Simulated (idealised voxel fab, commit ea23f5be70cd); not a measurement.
You're looking at the process module voxel capacitor over wiring.
It is cross-section cut that appears here, measuring 215 nm in width, its square cells being 5 nm in size.
Heads up, the way a cross-section reads in here is a grid of square cells, handed over as bands from the top down, with every band being one or more rows of cells. Top, bottom (nm), then materials left to right with widths (nm); lone material tagged "all across" fills the whole band edge to edge; "air" = empty space. All heights in this document are referenced to 0, defined as the level beneath which the wafer, as received, consists entirely of one material. The lowest band is not bounded below; it extends indefinitely downward and is written in the form "0 down". The two numbers in a width such as "30 to 40" mark its ends across the band: the first belongs to the top row of cells, the second to the bottom row, and from each row to the next the width moves by the same amount. Basically "no modifications" means that step didn't change any cell in the cross-section. Reported under the label "Enclosed internal voids" are the empty spaces having no open way to the top and comprising 8 cells or more; the notation for each is width x height at distance, in which the distance is measured from the left edge and all three values are in nm. Note: text after step settings on the step line = simulator remark on that step. Among the settings permitted on a step's line is "overlay nm"; applied to a step with a mask, it specifies the extent to which the mask lay to the right of its planned position, whereas a negative figure signifies a position to the left. The remainder of this document consists of a sequence of paired cross-sections. Each pair presents the cross-section prior to one process step together with the cross-section following it, the latter being rendered only as deep as the lowest band that underwent change. The intervening step, together with its settings, is stated beneath each pair. Because the pairs may originate from different runs of this module on the same starting wafer, a given pair is to be read as continuing from the preceding pair only where its entry headed "Pre-step geometry" so indicates.
## Pre-step geometry
    105 to 85 | 65 of resist; 60 of air; 90 of resist
    85 to 80 | 65 of TiN; 60 of air; 90 of TiN
    80 to 75 | 65 of HfO2; 60 of air; 90 of HfO2
    75 to 70 | TiN all across
    70 to 55 | 65 of lowk; 15 of Ru; 135 of lowk
    55 to 50 | 65 of SiCN; 15 of Ru; 135 of SiCN
    50 to 45 | 50 of SiCN; 35 of Ru; 45 of SiCN; 35 of Ru; 50 of SiCN
    45 to 20 | 55 of SiO2; 5 of TiN; 15 of W; 5 of TiN; 55 of SiO2; 5 of TiN; 15 of W; 5 of TiN; 55 of SiO2
    20 to 15 | 55 of SiN; 25 of TiN; 55 of SiN; 25 of TiN; 55 of SiN
    15 to 0 | SiO2 all across
    0 down | Si all across
    Enclosed internal voids: none
## Post-Step Appearance
    85 to 80 | 65 of TiN; 60 of air; 90 of TiN
    Everything below 80 is unchanged.
    Enclosed internal voids: none
So what happens between those two cross-sections up there? STRIP, etch materials resist
Pre-step geometry: The cross-section prior to this step is the one presented after the step of the pair immediately above.
## Post-Step Appearance
    105 to 85 | 60 of air; 70 of resist; 85 of air
    85 to 80 | 65 of TiN; 60 of resist; 90 of TiN
    80 to 75 | 65 of HfO2; 60 of resist; 90 of HfO2
    Everything below 75 is unchanged.
    Enclosed internal voids: none
So what happens between those two cross-sections up there? PATTERN, tone cover, mask id LOWER_PLATE, material resist, width nm 70, thk nm 20, overlay nm 0
Pre-step geometry: The cross-section prior to this step is the one presented after the step of the pair immediately above.
## Post-Step Appearance
    105 to 85 | 60 of air; 70 of resist; 85 of air
    85 to 80 | 60 of air; 5 of TiN; 60 of resist; 5 of TiN; 85 of air
    Everything below 80 is unchanged.
    Enclosed internal voids: none
So what happens between those two cross-sections up there? DIRECTIONAL_ETCH, etch materials TiN, depth nm 5
Pre-step geometry: The cross-section prior to this step is the one presented after the step of the pair immediately above.
## Post-Step Appearance
    85 to 80 | 60 of air; 5 of TiN; 60 of air; 5 of TiN; 85 of air
    80 to 75 | 65 of HfO2; 60 of air; 90 of HfO2
    Everything below 75 is unchanged.
    Enclosed internal voids: none
So what happens between those two cross-sections up there? STRIP, etch materials resist
Pre-step geometry: The cross-section prior to this step is the one presented after the step of the pair immediately above.
## Post-Step Appearance
    105 to 85 | SiO2 all across
    85 to 80 | 60 of SiO2; 5 of TiN; 60 of SiO2; 5 of TiN; 85 of SiO2
    80 to 75 | 65 of HfO2; 60 of SiO2; 90 of HfO2
    Everything below 75 is unchanged.
    Enclosed internal voids: none
So what happens between those two cross-sections up there? FILL_DEP, material SiO2, thk nm 20
Pre-step geometry: The cross-section prior to this step is the one presented after the step of the pair immediately above.
## Post-Step Appearance
    100 to 85 | SiO2 all across
    Everything below 85 is unchanged.
    Enclosed internal voids: none
So what happens between those two cross-sections up there? CMP, height nm 100
Pre-step geometry: The cross-section prior to this step is the one presented after the step of the pair immediately above.
## Post-Step Appearance
    100 to 85 | 75 of SiO2; 15 of air; 125 of SiO2
    Everything below 85 is unchanged.
    Enclosed internal voids: none
So what happens between those two cross-sections up there? MASKED_ETCH, tone open, mask id PLUG_2, width nm 15, etch materials SiO2, depth nm 15, overlay nm 0
Pre-step geometry: The cross-section prior to this step is the one presented after the step of the pair immediately above.
## Post-Step Appearance
    105 to 100 | 80 of TiN; 5 of air; 130 of TiN
    100 to 90 | 75 of SiO2; 5 of TiN; 5 of air; 5 of TiN; 125 of SiO2
    90 to 85 | 75 of SiO2; 15 of TiN; 125 of SiO2
    Everything below 85 is unchanged.
    Enclosed internal voids: none
So what happens between those two cross-sections up there? CONFORMAL_DEP, material TiN, thk nm 5
Pre-step geometry: The cross-section prior to this step is the one presented after the step of the pair immediately above.
## Post-Step Appearance
    115 to 105 | Ru all across
    105 to 100 | 80 of TiN; 5 of Ru; 130 of TiN
    100 to 90 | 75 of SiO2; 5 of TiN; 5 of Ru; 5 of TiN; 125 of SiO2
    Everything below 90 is unchanged.
    Enclosed internal voids: none
So what happens between those two cross-sections up there? FILL_DEP, material Ru, thk nm 10
Pre-step geometry: The cross-section prior to this step is the one presented after the step of the pair immediately above.
## Post-Step Appearance
    100 to 90 | 75 of SiO2; 5 of TiN; 5 of Ru; 5 of TiN; 125 of SiO2
    Everything below 90 is unchanged.
    Enclosed internal voids: none
So what happens between those two cross-sections up there? CMP, height nm 100
Pre-step geometry: The cross-section prior to this step is the one presented after the step of the pair immediately above.
## Post-Step Appearance
    105 to 100 | SiCN all across
    Everything below 100 is unchanged.
    Enclosed internal voids: none
So what happens between those two cross-sections up there? CONFORMAL_DEP, material SiCN, thk nm 5
